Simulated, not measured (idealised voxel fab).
Presented below is a process module, voxel transistor to metal.
Cross-sectional view cut (width: 150 nm; square cell size: 5 nm).
If you're reading a cross-section in this doc, picture square cells in a grid; it comes to you as bands, top ones listed first down to the bottom, and a band can be one or more rows of cells.
Look at the band entry: it leads with the top's height and the bottom's height in nm. Then it lists the materials left to right, with a width in nm for each. The word "throughout" on a single material says that material fills the band edge to edge. The word "blank" is empty space.
Measure heights from 0. That's the level where, below it, the as-received wafer is all one material. The lowest band is bottomless and extends downward; write it as in "0 nm and below".
The width entry "30->40" should be interpreted row by row: the top row of cells in the band takes the first number, the bottom row takes the second number, and the change between adjacent rows is uniform throughout.
It should be understood that the words "no change", when stated for a given step, signify that the cross-section underwent no change in any of its cells during that step.
In "Unvented internal voids" the enclosed voids are listed, meaning empty spaces of 8 cells or larger without any opening to the top. The form is width x height at distance, distance from the left edge, units nm.
That trailing text on a step's line, after the settings, is the simulator's own remark on the step.
overlay nm: step with mask; distance mask lay right of planned place; negative value = left of planned place.

### The process steps that were planned are listed below
1: op RECEIVE | material Si
2: op CONFORMAL_DEP | material SiO2 | thk nm 5
3: op CONFORMAL_DEP | material SiN | thk nm 10
4: op DIRECTIONAL_DEP | material aC | thk nm 15
5: op PATTERN | tone cover | mask id ACTIVE | material resist | width nm 115 | thk nm 35 | overlay nm 0
6: op DIRECTIONAL_ETCH | etch materials aC | depth nm 15
7: op STRIP | etch materials resist
8: op DIRECTIONAL_ETCH | etch materials SiN | depth nm 10
9: op DIRECTIONAL_ETCH | etch materials SiO2 | depth nm 5
10: op DIRECTIONAL_ETCH | etch materials Si | depth nm 35
11: op STRIP | etch materials aC
12: op FILL_DEP | material SiO2 | thk nm 10
13: op CMP | height nm 15
14: op SELECTIVE_ETCH | etch materials SiO2 | depth nm 5
15: op STRIP | etch materials SiN
16: op SELECTIVE_ETCH | etch materials SiO2 | depth nm 5
17: op OXIDIZE | depth nm 5
18: op DIRECTIONAL_DEP | material polySi | thk nm 30
19: op DIRECTIONAL_DEP | material SiCN | thk nm 15
20: op DIRECTIONAL_DEP | material aC | thk nm 15
21: op PATTERN | tone cover | mask id GATE | material resist | width nm 35 | thk nm 35 | overlay nm 0
22: op DIRECTIONAL_ETCH | etch materials aC | depth nm 15
23: op STRIP | etch materials resist
24: op DIRECTIONAL_ETCH | etch materials SiCN | depth nm 25
25: op DIRECTIONAL_ETCH | etch materials polySi | depth nm 40
26: op STRIP | etch materials aC
27: op CONFORMAL_DEP | material SiN | thk nm 10
28: op DIRECTIONAL_ETCH | etch materials SiN | depth nm 10
29: op DIRECTIONAL_ETCH | etch materials SiO2 | depth nm 5
30: op DIRECTIONAL_ETCH | etch materials Si | depth nm 15
31: op EPI | material pSi | thk nm 15
32: op FILL_DEP | material SiO2 | thk nm 5
33: op CMP | height nm 30
34: op STRIP | etch materials polySi
35: op SELECTIVE_ETCH | etch materials SiO2 | depth nm 5
36: op CONFORMAL_DEP | material HfO2 | thk nm 5
37: op CONFORMAL_DEP | material TiN | thk nm 5
38: op FILL_DEP | material W | thk nm 5
39: op CMP | height nm 25
40: op DIRECTIONAL_DEP | material SiO2 | thk nm 10
41: op DIRECTIONAL_DEP | material aC | thk nm 15
42: op PATTERN | tone open | mask id CONTACT | material resist | width nm 15 | pitch nm 90 | thk nm 35 | overlay nm 0
43: op DIRECTIONAL_ETCH | etch materials aC | depth nm 15
44: op STRIP | etch materials resist
45: op DIRECTIONAL_ETCH | etch materials SiO2 | depth nm 25
46: op STRIP | etch materials aC
47: op CONFORMAL_DEP | material TiN | thk nm 5
48: op FILL_DEP | material Ru | thk nm 10
49: op CMP | height nm 35
50: op DIRECTIONAL_DEP | material TiN | thk nm 5
51: op DIRECTIONAL_DEP | material W | thk nm 20
52: op PATTERN | tone cover | mask id METAL_1 | material resist | width nm 15 | pitch nm 90 | thk nm 20 | overlay nm 0
53: op DIRECTIONAL_ETCH | etch materials W | depth nm 20
54: op DIRECTIONAL_ETCH | etch materials TiN | depth nm 5
55: op STRIP | etch materials resist
56: op CONFORMAL_DEP | material SiN | thk nm 5
57: op FILL_DEP | material lowk | thk nm 10
58: op CMP | height nm 60
59: op CONFORMAL_DEP | material SiCN | thk nm 5
60: op DIRECTIONAL_DEP | material lowk | thk nm 25
61: op MASKED_ETCH | tone open | mask id METAL_2 | width nm 15 | pitch nm 90 | etch materials lowk | depth nm 15 | overlay nm 0
62: op MASKED_ETCH | tone open | mask id METAL_2_HOLES | width nm 15 | pitch nm 90 | etch materials lowk | depth nm 10 | overlay nm 0
63: op MASKED_ETCH | tone open | mask id METAL_2_HOLES | width nm 15 | pitch nm 90 | etch materials SiCN | depth nm 5 | overlay nm 0
64: op CONFORMAL_DEP | material TiN | thk nm 5
65: op FILL_DEP | material Ru | thk nm 5
66: op CMP | height nm 90
67: op CONFORMAL_DEP | material SiCN | thk nm 5

### This is the cross-section of the wafer as we received it, i.e. after step 1
> 0 nm and below | Si throughout
> Unvented internal voids: none

### End-of-module XS, first of two wafers, run as planned
> 95 nm to 90 nm | SiCN throughout
> 90 nm to 65 nm | 20 nm lowk | 5 nm TiN | 5 nm Ru | 5 nm TiN | 75 nm lowk | 5 nm TiN | 5 nm Ru | 5 nm TiN | 25 nm lowk
> 65 nm to 60 nm | 20 nm SiCN | 15 nm TiN | 75 nm SiCN | 15 nm TiN | 25 nm SiCN
> 60 nm to 40 nm | 15 nm lowk | 5 nm SiN | 15 nm W | 5 nm SiN | 65 nm lowk | 5 nm SiN | 15 nm W | 5 nm SiN | 20 nm lowk
> 40 nm to 35 nm | 20 nm SiN | 15 nm TiN | 75 nm SiN | 15 nm TiN | 25 nm SiN
> 35 nm to 25 nm | 20 nm SiO2 | 5 nm TiN | 5 nm Ru | 5 nm TiN | 75 nm SiO2 | 5 nm TiN | 5 nm Ru | 5 nm TiN | 25 nm SiO2
> 25 nm to 15 nm | 20 nm SiO2 | 5 nm TiN | 5 nm Ru | 5 nm TiN | 10 nm SiO2 | 10 nm SiN | 5 nm HfO2 | 5 nm TiN | 15 nm W | 5 nm TiN | 5 nm HfO2 | 10 nm SiN | 10 nm SiO2 | 5 nm TiN | 5 nm Ru | 5 nm TiN | 25 nm SiO2
> 15 nm to 10 nm | 20 nm SiO2 | 15 nm TiN | 10 nm SiO2 | 10 nm SiN | 5 nm HfO2 | 5 nm TiN | 15 nm W | 5 nm TiN | 5 nm HfO2 | 10 nm SiN | 10 nm SiO2 | 15 nm TiN | 25 nm SiO2
> 10 nm to 5 nm | 15 nm SiO2 | 30 nm pSi | 10 nm SiN | 5 nm HfO2 | 5 nm TiN | 15 nm W | 5 nm TiN | 5 nm HfO2 | 10 nm SiN | 30 nm pSi | 20 nm SiO2
> 5 nm to 0 nm | 10 nm SiO2 | 10 nm SiN | 25 nm pSi | 10 nm SiN | 5 nm HfO2 | 25 nm TiN | 5 nm HfO2 | 10 nm SiN | 25 nm pSi | 10 nm SiN | 15 nm SiO2
> 0 nm to -5 nm | 20 nm SiO2 | 25 nm pSi | 5 nm SiO2 | 45 nm HfO2 | 5 nm SiO2 | 25 nm pSi | 25 nm SiO2
> -5 nm to -20 nm | 15 nm SiO2 | 5 nm Si | 25 nm pSi | 55 nm Si | 25 nm pSi | 5 nm Si | 20 nm SiO2
> -20 nm to -35 nm | 15 nm SiO2 | 115 nm Si | 20 nm SiO2
> -35 nm and below | Si throughout
> Unvented internal voids: none

### Second wafer through the module, sectioned at the end: same beginning and same plan as the first wafer, with one mistake in carrying it out
> 95 nm to 90 nm | SiCN throughout
> 90 nm to 65 nm | 20 nm lowk | 5 nm TiN | 5 nm Ru | 5 nm TiN | 75 nm lowk | 5 nm TiN | 5 nm Ru | 5 nm TiN | 25 nm lowk
> 65 nm to 60 nm | 20 nm SiCN | 15 nm TiN | 75 nm SiCN | 15 nm TiN | 25 nm SiCN
> 60 nm to 40 nm | HfO2 throughout
> 40 nm to 35 nm | TiN throughout
> 35 nm to 25 nm | 20 nm SiO2 | 5 nm TiN | 5 nm Ru | 5 nm TiN | 75 nm SiO2 | 5 nm TiN | 5 nm Ru | 5 nm TiN | 25 nm SiO2
> 25 nm to 15 nm | 20 nm SiO2 | 5 nm TiN | 5 nm Ru | 5 nm TiN | 10 nm SiO2 | 10 nm SiN | 5 nm HfO2 | 5 nm TiN | 15 nm W | 5 nm TiN | 5 nm HfO2 | 10 nm SiN | 10 nm SiO2 | 5 nm TiN | 5 nm Ru | 5 nm TiN | 25 nm SiO2
> 15 nm to 10 nm | 20 nm SiO2 | 15 nm TiN | 10 nm SiO2 | 10 nm SiN | 5 nm HfO2 | 5 nm TiN | 15 nm W | 5 nm TiN | 5 nm HfO2 | 10 nm SiN | 10 nm SiO2 | 15 nm TiN | 25 nm SiO2
> 10 nm to 5 nm | 15 nm SiO2 | 30 nm pSi | 10 nm SiN | 5 nm HfO2 | 5 nm TiN | 15 nm W | 5 nm TiN | 5 nm HfO2 | 10 nm SiN | 30 nm pSi | 20 nm SiO2
> 5 nm to 0 nm | 10 nm SiO2 | 10 nm SiN | 25 nm pSi | 10 nm SiN | 5 nm HfO2 | 25 nm TiN | 5 nm HfO2 | 10 nm SiN | 25 nm pSi | 10 nm SiN | 15 nm SiO2
> 0 nm to -5 nm | 20 nm SiO2 | 25 nm pSi | 5 nm SiO2 | 45 nm HfO2 | 5 nm SiO2 | 25 nm pSi | 25 nm SiO2
> -5 nm to -20 nm | 15 nm SiO2 | 5 nm Si | 25 nm pSi | 55 nm Si | 25 nm pSi | 5 nm Si | 20 nm SiO2
> -20 nm to -35 nm | 15 nm SiO2 | 115 nm Si | 20 nm SiO2
> -35 nm and below | Si throughout
> Unvented internal voids: none
The mistake made against the process plan was this: step 51 ran differently from the plan; actual operation with settings: op DIRECTIONAL_DEP | material HfO2 | thk nm 20
Heads up, by the end the second wafer has more or fewer cells of some materials compared to the first: +120 HfO2; -40 SiN; +24 TiN; -24 W; -80 lowk
